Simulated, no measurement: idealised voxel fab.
Title: Process Module voxel released beams
Cross-section cut: width 250 nm, square cells of 5 nm.
For the purposes of this document, a cross-section shall be understood as a grid of square cells, specified as bands listed in top-to-bottom order, each band consisting of one or more rows of cells.
Heights first: top, then bottom, in nm. Then materials, left to right, each with a width in nm. "edge to edge" on a single material: fills the band edge to edge. "blank": empty space.
Heads up on the height convention: 0 is the point under which the incoming wafer is all one material, and the lowest band has no bottom, it just keeps going down, like "from 0 down".
Think of "30->40" as a width that walks from the first number to the second as you go down the band, top row to bottom row, taking equal-sized steps from row to row.
"remains unaltered" after a step means that no cell of the cross-section changed.
The entry "Enclosed void list" lists the empty spaces that cover at least 8 cells and have no open path to the top. Each is written as width x height at distance, where the distance is measured from the left edge and all three values are in nm.
Step line, after settings: the simulator's comment on this step.
You can add "overlay nm" to a step's line. For a step with a mask, it describes how far the mask lay to the right of its planned position, and a negative number describes a lay to the left.
Pairs, read this way: before one process step on the one hand, after it on the other, the after cross-section ending at the lowest band that changed; the step between, settings included, beneath. Same starting wafer throughout, but possibly different runs of this module, so no pair continues from the pair above unless its entry headed "Pre-step geometry" says so.

Pre-step geometry:
> from 0 down: Si edge to edge
> Enclosed void list: none

Resultant Cross-Section:
> from 10 to 0: Al2O3 edge to edge
> Below 0, no change.
> Enclosed void list: none
Step, before to after (see cross-sections above): CONFORMAL_DEP,material Al2O3,thk nm 10

Pre-step geometry: see the after view in the pair directly above.

Resultant Cross-Section:
> from 30 to 10: SiO2 edge to edge
> Below 10, no change.
> Enclosed void list: none
Step, before to after (see cross-sections above): DIRECTIONAL_DEP,material SiO2,thk nm 20

Pre-step geometry: see the after view in the pair directly above.

Resultant Cross-Section:
> from 45 to 30: aC edge to edge
> Below 30, no change.
> Enclosed void list: none
Step, before to after (see cross-sections above): DIRECTIONAL_DEP,material aC,thk nm 15

Pre-step geometry: see the after view in the pair directly above.

Resultant Cross-Section:
> from 75 to 45: resist=90 | blank=25 | resist=135
> Below 45, no change.
> Enclosed void list: none
Step, before to after (see cross-sections above): PATTERN,tone open,mask id ANCHOR,material resist,width nm 25,thk nm 30,overlay nm 0

Pre-step geometry: see the after view in the pair directly above.

Resultant Cross-Section:
> from 60 to 45: resist=90 | blank=25 | resist=135
> from 45 to 30: aC=90 | blank=25 | aC=135
> Below 30, no change.
> Enclosed void list: none
Step, before to after (see cross-sections above): DIRECTIONAL_ETCH,etch materials aC,depth nm 15

Pre-step geometry: see the after view in the pair directly above.

Resultant Cross-Section:
> from 45 to 30: aC=90 | blank=25 | aC=135
> Below 30, no change.
> Enclosed void list: none
Step, before to after (see cross-sections above): STRIP,etch materials resist

Pre-step geometry: see the after view in the pair directly above.

Resultant Cross-Section:
> from 45 to 30: aC=90 | blank=25 | aC=135
> from 30 to 10: SiO2=90 | blank=25 | SiO2=135
> Below 10, no change.
> Enclosed void list: none
Step, before to after (see cross-sections above): DIRECTIONAL_ETCH,etch materials SiO2,depth nm 20

Pre-step geometry: see the after view in the pair directly above.

Resultant Cross-Section:
> from 30 to 10: SiO2=90 | blank=25 | SiO2=135
> Below 10, no change.
> Enclosed void list: none
Step, before to after (see cross-sections above): STRIP,etch materials aC

Pre-step geometry: see the after view in the pair directly above.

Resultant Cross-Section:
> from 40 to 30: SiN=100 | blank=5 | SiN=145
> from 30 to 20: SiO2=90 | SiN=10 | blank=5 | SiN=10 | SiO2=135
> from 20 to 10: SiO2=90 | SiN=25 | SiO2=135
> Below 10, no change.
> Enclosed void list: none
Step, before to after (see cross-sections above): CONFORMAL_DEP,material SiN,thk nm 10

Pre-step geometry: see the after view in the pair directly above.

Resultant Cross-Section:
> from 55 to 40: blank=85 | resist=70 | blank=95
> from 40 to 30: SiN=100 | resist=5 | SiN=145
> from 30 to 20: SiO2=90 | SiN=10 | resist=5 | SiN=10 | SiO2=135
> Below 20, no change.
> Enclosed void list: none
Step, before to after (see cross-sections above): PATTERN,tone cover,mask id BEAM,material resist,width nm 70,thk nm 15,overlay nm 0

Pre-step geometry: see the after view in the pair directly above.

Resultant Cross-Section:
> from 55 to 40: blank=85 | resist=70 | blank=95
> from 40 to 30: blank=85 | SiN=15 | resist=5 | SiN=50 | blank=95
> Below 30, no change.
> Enclosed void list: none
Step, before to after (see cross-sections above): DIRECTIONAL_ETCH,etch materials SiN,depth nm 10

Pre-step geometry: see the after view in the pair directly above.

Resultant Cross-Section:
> from 40 to 30: blank=85 | SiN=15 | blank=5 | SiN=50 | blank=95
> from 30 to 20: SiO2=90 | SiN=10 | blank=5 | SiN=10 | SiO2=135
> Below 20, no change.
> Enclosed void list: none
Step, before to after (see cross-sections above): STRIP,etch materials resist

Pre-step geometry: see the after view in the pair directly above.

Resultant Cross-Section:
> from 40 to 30: blank=85 | SiN=15 | blank=5 | SiN=50 | blank=95
> from 30 to 20: blank=90 | SiN=10 | blank=5 | SiN=10 | blank=135
> from 20 to 10: blank=90 | SiN=25 | blank=135
> Below 10, no change.
> Enclosed void list: none
Step, before to after (see cross-sections above): STRIP,etch materials SiO2

Pre-step geometry:
> from 0 down: Si edge to edge
> Enclosed void list: none

Resultant Cross-Section:
> from 20 to 0: SiO2 edge to edge
> Below 0, no change.
> Enclosed void list: none
Step, before to after (see cross-sections above): DIRECTIONAL_DEP,material SiO2,thk nm 20

Pre-step geometry: see the after view in the pair directly above.

Resultant Cross-Section:
> from 35 to 20: aC edge to edge
> Below 20, no change.
> Enclosed void list: none
Step, before to after (see cross-sections above): DIRECTIONAL_DEP,material aC,thk nm 15

Pre-step geometry: see the after view in the pair directly above.

Resultant Cross-Section:
> from 65 to 35: resist=90 | blank=25 | resist=135
> Below 35, no change.
> Enclosed void list: none
Step, before to after (see cross-sections above): PATTERN,tone open,mask id ANCHOR,material resist,width nm 25,thk nm 30,overlay nm 0

Pre-step geometry: see the after view in the pair directly above.

Resultant Cross-Section:
> from 50 to 35: resist=90 | blank=25 | resist=135
> from 35 to 20: aC=90 | blank=25 | aC=135
> Below 20, no change.
> Enclosed void list: none
Step, before to after (see cross-sections above): DIRECTIONAL_ETCH,etch materials aC,depth nm 15

Pre-step geometry: see the after view in the pair directly above.

Resultant Cross-Section:
> from 35 to 20: aC=90 | blank=25 | aC=135
> Below 20, no change.
> Enclosed void list: none
Step, before to after (see cross-sections above): STRIP,etch materials resist

Pre-step geometry: see the after view in the pair directly above.

Resultant Cross-Section:
> from 35 to 20: aC=90 | blank=25 | aC=135
> from 20 to 0: SiO2=90 | blank=25 | SiO2=135
> Below 0, no change.
> Enclosed void list: none
Step, before to after (see cross-sections above): DIRECTIONAL_ETCH,etch materials SiO2,depth nm 20

Pre-step geometry: see the after view in the pair directly above.

Resultant Cross-Section:
> from 20 to 0: SiO2=90 | blank=25 | SiO2=135
> Below 0, no change.
> Enclosed void list: none
Step, before to after (see cross-sections above): STRIP,etch materials aC

Pre-step geometry: see the after view in the pair directly above.

Resultant Cross-Section:
> from 30 to 20: SiN=100 | blank=5 | SiN=145
> from 20 to 10: SiO2=90 | SiN=10 | blank=5 | SiN=10 | SiO2=135
> from 10 to 0: SiO2=90 | SiN=25 | SiO2=135
> Below 0, no change.
> Enclosed void list: none
Step, before to after (see cross-sections above): CONFORMAL_DEP,material SiN,thk nm 10

Pre-step geometry: see the after view in the pair directly above.

Resultant Cross-Section:
> from 45 to 30: blank=85 | resist=70 | blank=95
> from 30 to 20: SiN=100 | resist=5 | SiN=145
> from 20 to 10: SiO2=90 | SiN=10 | resist=5 | SiN=10 | SiO2=135
> Below 10, no change.
> Enclosed void list: none
Step, before to after (see cross-sections above): PATTERN,tone cover,mask id BEAM,material resist,width nm 70,thk nm 15,overlay nm 0

Pre-step geometry: see the after view in the pair directly above.

Resultant Cross-Section:
> from 45 to 30: blank=85 | resist=70 | blank=95
> from 30 to 20: blank=85 | SiN=15 | resist=5 | SiN=50 | blank=95
> Below 20, no change.
> Enclosed void list: none
Step, before to after (see cross-sections above): DIRECTIONAL_ETCH,etch materials SiN,depth nm 10

Pre-step geometry: see the after view in the pair directly above.

Resultant Cross-Section:
> from 30 to 20: blank=85 | SiN=15 | blank=5 | SiN=50 | blank=95
> from 20 to 10: SiO2=90 | SiN=10 | blank=5 | SiN=10 | SiO2=135
> Below 10, no change.
> Enclosed void list: none
Step, before to after (see cross-sections above): STRIP,etch materials resist

Pre-step geometry: see the after view in the pair directly above.

Resultant Cross-Section:
> from 30 to 20: blank=85 | SiN=15 | blank=5 | SiN=50 | blank=95
> from 20 to 10: blank=90 | SiN=10 | blank=5 | SiN=10 | blank=135
> from 10 to 0: blank=90 | SiN=25 | blank=135
> Below 0, no change.
> Enclosed void list: none
Step, before to after (see cross-sections above): STRIP,etch materials SiO2

Pre-step geometry:
> from 20 to 0: SiO2 edge to edge
> from 0 down: Si edge to edge
> Enclosed void list: none

Resultant Cross-Section:
> from 30 to 20: Al2O3 edge to edge
> Below 20, no change.
> Enclosed void list: none
Step, before to after (see cross-sections above): CONFORMAL_DEP,material Al2O3,thk nm 10

Pre-step geometry: see the after view in the pair directly above.

Resultant Cross-Section:
> from 45 to 30: aC edge to edge
> Below 30, no change.
> Enclosed void list: none
Step, before to after (see cross-sections above): DIRECTIONAL_DEP,material aC,thk nm 15

Pre-step geometry: see the after view in the pair directly above.

Resultant Cross-Section:
> from 75 to 45: resist=90 | blank=25 | resist=135
> Below 45, no change.
> Enclosed void list: none
Step, before to after (see cross-sections above): PATTERN,tone open,mask id ANCHOR,material resist,width nm 25,thk nm 30,overlay nm 0

Pre-step geometry: see the after view in the pair directly above.

Resultant Cross-Section:
> from 60 to 45: resist=90 | blank=25 | resist=135
> from 45 to 30: aC=90 | blank=25 | aC=135
> Below 30, no change.
> Enclosed void list: none
Step, before to after (see cross-sections above): DIRECTIONAL_ETCH,etch materials aC,depth nm 15

Pre-step geometry: see the after view in the pair directly above.

Resultant Cross-Section:
> from 45 to 30: aC=90 | blank=25 | aC=135
> Below 30, no change.
> Enclosed void list: none
Step, before to after (see cross-sections above): STRIP,etch materials resist

Pre-step geometry: see the after view in the pair directly above.

Resultant Cross-Section:
> from 30 to 20: Al2O3 edge to edge
> Below 20, no change.
> Enclosed void list: none
Step, before to after (see cross-sections above): STRIP,etch materials aC

Pre-step geometry: see the after view in the pair directly above.

Resultant Cross-Section:
> from 40 to 30: SiN edge to edge
> Below 30, no change.
> Enclosed void list: none
Step, before to after (see cross-sections above): CONFORMAL_DEP,material SiN,thk nm 10

Pre-step geometry: see the after view in the pair directly above.

Resultant Cross-Section:
> from 55 to 40: blank=85 | resist=70 | blank=95
> Below 40, no change.
> Enclosed void list: none
Step, before to after (see cross-sections above): PATTERN,tone cover,mask id BEAM,material resist,width nm 70,thk nm 15,overlay nm 0

Pre-step geometry: see the after view in the pair directly above.

Resultant Cross-Section:
> from 55 to 40: blank=85 | resist=70 | blank=95
> from 40 to 30: blank=85 | SiN=70 | blank=95
> Below 30, no change.
> Enclosed void list: none
Step, before to after (see cross-sections above): DIRECTIONAL_ETCH,etch materials SiN,depth nm 10

Pre-step geometry: see the after view in the pair directly above.

Resultant Cross-Section:
> from 40 to 30: blank=85 | SiN=70 | blank=95
> Below 30, no change.
> Enclosed void list: none
Step, before to after (see cross-sections above): STRIP,etch materials resist

Pre-step geometry:
> from 30 to 10: SiO2=90 | blank=25 | SiO2=135
> from 10 to 0: Al2O3 edge to edge
> from 0 down: Si edge to edge
> Enclosed void list: none

Resultant Cross-Section:
> from 35 to 30: SiN=95 | blank=15 | SiN=140
> from 30 to 15: SiO2=90 | SiN=5 | blank=15 | SiN=5 | SiO2=135
> from 15 to 10: SiO2=90 | SiN=25 | SiO2=135
> Below 10, no change.
> Enclosed void list: none
Step, before to after (see cross-sections above): CONFORMAL_DEP,material SiN,thk nm 5

Pre-step geometry: see the after view in the pair directly above.

Resultant Cross-Section:
> from 50 to 35: blank=85 | resist=70 | blank=95
> from 35 to 30: SiN=95 | resist=15 | SiN=140
> from 30 to 15: SiO2=90 | SiN=5 | resist=15 | SiN=5 | SiO2=135
> Below 15, no change.
> Enclosed void list: none
Step, before to after (see cross-sections above): PATTERN,tone cover,mask id BEAM,material resist,width nm 70,thk nm 15,overlay nm 0

Pre-step geometry: see the after view in the pair directly above.

Resultant Cross-Section:
> from 50 to 35: blank=85 | resist=70 | blank=95
> from 35 to 30: blank=85 | SiN=10 | resist=15 | SiN=45 | blank=95
> Below 30, no change.
> Enclosed void list: none
Step, before to after (see cross-sections above): DIRECTIONAL_ETCH,etch materials SiN,depth nm 10

Pre-step geometry: see the after view in the pair directly above.

Resultant Cross-Section:
> from 35 to 30: blank=85 | SiN=10 | blank=15 | SiN=45 | blank=95
> from 30 to 15: SiO2=90 | SiN=5 | blank=15 | SiN=5 | SiO2=135
> Below 15, no change.
> Enclosed void list: none
Step, before to after (see cross-sections above): STRIP,etch materials resist

Pre-step geometry: see the after view in the pair directly above.

Resultant Cross-Section:
> from 35 to 30: blank=85 | SiN=10 | blank=15 | SiN=45 | blank=95
> from 30 to 15: blank=90 | SiN=5 | blank=15 | SiN=5 | blank=135
> from 15 to 10: blank=90 | SiN=25 | blank=135
> Below 10, no change.
> Enclosed void list: none
Step, before to after (see cross-sections above): STRIP,etch materials SiO2

Pre-step geometry:
> from 40 to 30: SiN=100 | blank=5 | SiN=145
> from 30 to 20: SiO2=90 | SiN=10 | blank=5 | SiN=10 | SiO2=135
> from 20 to 10: SiO2=90 | SiN=25 | SiO2=135
> from 10 to 0: Al2O3 edge to edge
> from 0 down: Si edge to edge
> Enclosed void list: none

Resultant Cross-Section:
> from 55 to 40: blank=85 | resist=75 | blank=90
> from 40 to 30: SiN=100 | resist=5 | SiN=145
> from 30 to 20: SiO2=90 | SiN=10 | resist=5 | SiN=10 | SiO2=135
> Below 20, no change.
> Enclosed void list: none
Step, before to after (see cross-sections above): PATTERN,tone cover,mask id BEAM,material resist,width nm 75,thk nm 15,overlay nm 0

Pre-step geometry: see the after view in the pair directly above.

Resultant Cross-Section:
> from 55 to 40: blank=85 | resist=75 | blank=90
> from 40 to 30: blank=85 | SiN=15 | resist=5 | SiN=55 | blank=90
> Below 30, no change.
> Enclosed void list: none
Step, before to after (see cross-sections above): DIRECTIONAL_ETCH,etch materials SiN,depth nm 10

Pre-step geometry: see the after view in the pair directly above.

Resultant Cross-Section:
> from 40 to 30: blank=85 | SiN=15 | blank=5 | SiN=55 | blank=90
> from 30 to 20: SiO2=90 | SiN=10 | blank=5 | SiN=10 | SiO2=135
> Below 20, no change.
> Enclosed void list: none
Step, before to after (see cross-sections above): STRIP,etch materials resist

Pre-step geometry: see the after view in the pair directly above.

Resultant Cross-Section:
> from 40 to 30: blank=85 | SiN=15 | blank=5 | SiN=55 | blank=90
> from 30 to 20: blank=90 | SiN=10 | blank=5 | SiN=10 | blank=135
> from 20 to 10: blank=90 | SiN=25 | blank=135
> Below 10, no change.
> Enclosed void list: none
Step, before to after (see cross-sections above): STRIP,etch materials SiO2

Pre-step geometry:
> from 40 to 30: SiN=100 | blank=5 | SiN=145
> from 30 to 20: SiO2=90 | SiN=10 | blank=5 | SiN=10 | SiO2=135
> from 20 to 10: SiO2=90 | SiN=25 | SiO2=135
> from 10 to 0: Al2O3 edge to edge
> from 0 down: Si edge to edge
> Enclosed void list: none

Resultant Cross-Section:
> from 55 to 40: blank=90 | resist=70 | blank=90
> from 40 to 30: SiN=100 | resist=5 | SiN=145
> from 30 to 20: SiO2=90 | SiN=10 | resist=5 | SiN=10 | SiO2=135
> Below 20, no change.
> Enclosed void list: none
Step, before to after (see cross-sections above): PATTERN,tone cover,mask id BEAM,material resist,width nm 70,thk nm 15,overlay nm 5

Pre-step geometry: see the after view in the pair directly above.

Resultant Cross-Section:
> from 55 to 40: blank=90 | resist=70 | blank=90
> from 40 to 30: blank=90 | SiN=10 | resist=5 | SiN=55 | blank=90
> Below 30, no change.
> Enclosed void list: none
Step, before to after (see cross-sections above): DIRECTIONAL_ETCH,etch materials SiN,depth nm 10

Pre-step geometry: see the after view in the pair directly above.

Resultant Cross-Section:
> from 40 to 30: blank=90 | SiN=10 | blank=5 | SiN=55 | blank=90
> from 30 to 20: SiO2=90 | SiN=10 | blank=5 | SiN=10 | SiO2=135
> Below 20, no change.
> Enclosed void list: none
Step, before to after (see cross-sections above): STRIP,etch materials resist

Pre-step geometry: see the after view in the pair directly above.

Resultant Cross-Section:
> from 40 to 30: blank=90 | SiN=10 | blank=5 | SiN=55 | blank=90
> from 30 to 20: blank=90 | SiN=10 | blank=5 | SiN=10 | blank=135
> from 20 to 10: blank=90 | SiN=25 | blank=135
> Below 10, no change.
> Enclosed void list: none
Step, before to after (see cross-sections above): STRIP,etch materials SiO2

Pre-step geometry:
> from 0 down: Si edge to edge
> Enclosed void list: none

Resultant Cross-Section:
> from 10 to 0: SiO2 edge to edge
> Below 0, no change.
> Enclosed void list: none
Step, before to after (see cross-sections above): CONFORMAL_DEP,material SiO2,thk nm 10

Pre-step geometry: see the after view in the pair directly above.

Resultant Cross-Section:
> from 30 to 0: SiO2 edge to edge
> Below 0, no change.
> Enclosed void list: none
Step, before to after (see cross-sections above): DIRECTIONAL_DEP,material SiO2,thk nm 20

Pre-step geometry: see the after view in the pair directly above.

Resultant Cross-Section:
> from 45 to 30: aC edge to edge
> Below 30, no change.
> Enclosed void list: none
Step, before to after (see cross-sections above): DIRECTIONAL_DEP,material aC,thk nm 15

Pre-step geometry: see the after view in the pair directly above.

Resultant Cross-Section:
> from 75 to 45: resist=90 | blank=25 | resist=135
> Below 45, no change.
> Enclosed void list: none
Step, before to after (see cross-sections above): PATTERN,tone open,mask id ANCHOR,material resist,width nm 25,thk nm 30,overlay nm 0

Pre-step geometry: see the after view in the pair directly above.

Resultant Cross-Section:
> from 60 to 45: resist=90 | blank=25 | resist=135
> from 45 to 30: aC=90 | blank=25 | aC=135
> Below 30, no change.
> Enclosed void list: none
Step, before to after (see cross-sections above): DIRECTIONAL_ETCH,etch materials aC,depth nm 15

Pre-step geometry: see the after view in the pair directly above.

Resultant Cross-Section:
> from 45 to 30: aC=90 | blank=25 | aC=135
> Below 30, no change.
> Enclosed void list: none
Step, before to after (see cross-sections above): STRIP,etch materials resist

Pre-step geometry: see the after view in the pair directly above.

Resultant Cross-Section:
> from 45 to 30: aC=90 | blank=25 | aC=135
> from 30 to 10: SiO2=90 | blank=25 | SiO2=135
> Below 10, no change.
> Enclosed void list: none
Step, before to after (see cross-sections above): DIRECTIONAL_ETCH,etch materials SiO2,depth nm 20

Pre-step geometry: see the after view in the pair directly above.

Resultant Cross-Section:
> from 30 to 10: SiO2=90 | blank=25 | SiO2=135
> Below 10, no change.
> Enclosed void list: none
Step, before to after (see cross-sections above): STRIP,etch materials aC

Pre-step geometry: see the after view in the pair directly above.

Resultant Cross-Section:
> from 40 to 30: SiN=100 | blank=5 | SiN=145
> from 30 to 20: SiO2=90 | SiN=10 | blank=5 | SiN=10 | SiO2=135
> from 20 to 10: SiO2=90 | SiN=25 | SiO2=135
> Below 10, no change.
> Enclosed void list: none
Step, before to after (see cross-sections above): CONFORMAL_DEP,material SiN,thk nm 10

Pre-step geometry: see the after view in the pair directly above.

Resultant Cross-Section:
> from 55 to 40: blank=85 | resist=70 | blank=95
> from 40 to 30: SiN=100 | resist=5 | SiN=145
> from 30 to 20: SiO2=90 | SiN=10 | resist=5 | SiN=10 | SiO2=135
> Below 20, no change.
> Enclosed void list: none
Step, before to after (see cross-sections above): PATTERN,tone cover,mask id BEAM,material resist,width nm 70,thk nm 15,overlay nm 0

Pre-step geometry: see the after view in the pair directly above.

Resultant Cross-Section:
> from 55 to 40: blank=85 | resist=70 | blank=95
> from 40 to 30: blank=85 | SiN=15 | resist=5 | SiN=50 | blank=95
> Below 30, no change.
> Enclosed void list: none
Step, before to after (see cross-sections above): DIRECTIONAL_ETCH,etch materials SiN,depth nm 10

Pre-step geometry: see the after view in the pair directly above.

Resultant Cross-Section:
> from 40 to 30: blank=85 | SiN=15 | blank=5 | SiN=50 | blank=95
> from 30 to 20: SiO2=90 | SiN=10 | blank=5 | SiN=10 | SiO2=135
> Below 20, no change.
> Enclosed void list: none
Step, before to after (see cross-sections above): STRIP,etch materials resist

Pre-step geometry: see the after view in the pair directly above.

Resultant Cross-Section:
> from 0 down: Si edge to edge
> Enclosed void list: none
Step, before to after (see cross-sections above): STRIP,etch materials SiO2

Pre-step geometry:
> from 45 to 30: aC edge to edge
> from 30 to 10: SiO2 edge to edge
> from 10 to 0: Al2O3 edge to edge
> from 0 down: Si edge to edge
> Enclosed void list: none

Resultant Cross-Section:
> from 75 to 45: blank=90 | resist=25 | blank=135
> Below 45, no change.
> Enclosed void list: none
Step, before to after (see cross-sections above): PATTERN,tone cover,mask id ANCHOR,material resist,width nm 25,thk nm 30,overlay nm 0

Pre-step geometry: see the after view in the pair directly above.

Resultant Cross-Section:
> from 60 to 45: blank=90 | resist=25 | blank=135
> from 45 to 30: blank=90 | aC=25 | blank=135
> Below 30, no change.
> Enclosed void list: none
Step, before to after (see cross-sections above): DIRECTIONAL_ETCH,etch materials aC,depth nm 15

Pre-step geometry: see the after view in the pair directly above.

Resultant Cross-Section:
> from 45 to 30: blank=90 | aC=25 | blank=135
> Below 30, no change.
> Enclosed void list: none
Step, before to after (see cross-sections above): STRIP,etch materials resist

Pre-step geometry: see the after view in the pair directly above.

Resultant Cross-Section:
> from 45 to 30: blank=90 | aC=25 | blank=135
> from 30 to 10: blank=90 | SiO2=25 | blank=135
> Below 10, no change.
> Enclosed void list: none
Step, before to after (see cross-sections above): DIRECTIONAL_ETCH,etch materials SiO2,depth nm 20

Pre-step geometry: see the after view in the pair directly above.

Resultant Cross-Section:
> from 30 to 10: blank=90 | SiO2=25 | blank=135
> Below 10, no change.
> Enclosed void list: none
Step, before to after (see cross-sections above): STRIP,etch materials aC

Pre-step geometry: see the after view in the pair directly above.

Resultant Cross-Section:
> from 40 to 30: blank=80 | SiN=45 | blank=125
> from 30 to 20: blank=80 | SiN=10 | SiO2=25 | SiN=10 | blank=125
> from 20 to 10: SiN=90 | SiO2=25 | SiN=135
> Below 10, no change.
> Enclosed void list: none
Step, before to after (see cross-sections above): CONFORMAL_DEP,material SiN,thk nm 10

Pre-step geometry: see the after view in the pair directly above.

Resultant Cross-Section:
> from 55 to 40: blank=85 | resist=70 | blank=95
> from 40 to 30: blank=80 | SiN=45 | resist=30 | blank=95
> from 30 to 20: blank=80 | SiN=10 | SiO2=25 | SiN=10 | resist=30 | blank=95
> Below 20, no change.
> Enclosed void list: none
Step, before to after (see cross-sections above): PATTERN,tone cover,mask id BEAM,material resist,width nm 70,thk nm 15,overlay nm 0

Pre-step geometry: see the after view in the pair directly above.

Resultant Cross-Section:
> from 55 to 40: blank=85 | resist=70 | blank=95
> from 40 to 30: blank=85 | SiN=40 | resist=30 | blank=95
> from 30 to 20: blank=80 | SiN=10 | SiO2=25 | SiN=10 | resist=30 | blank=95
> from 20 to 10: blank=80 | SiN=10 | SiO2=25 | SiN=40 | blank=95
> Below 10, no change.
> Enclosed void list: none
Step, before to after (see cross-sections above): DIRECTIONAL_ETCH,etch materials SiN,depth nm 10

Pre-step geometry: see the after view in the pair directly above.

Resultant Cross-Section:
> from 40 to 30: blank=85 | SiN=40 | blank=125
> from 30 to 20: blank=80 | SiN=10 | SiO2=25 | SiN=10 | blank=125
> Below 20, no change.
> Enclosed void list: none
Step, before to after (see cross-sections above): STRIP,etch materials resist
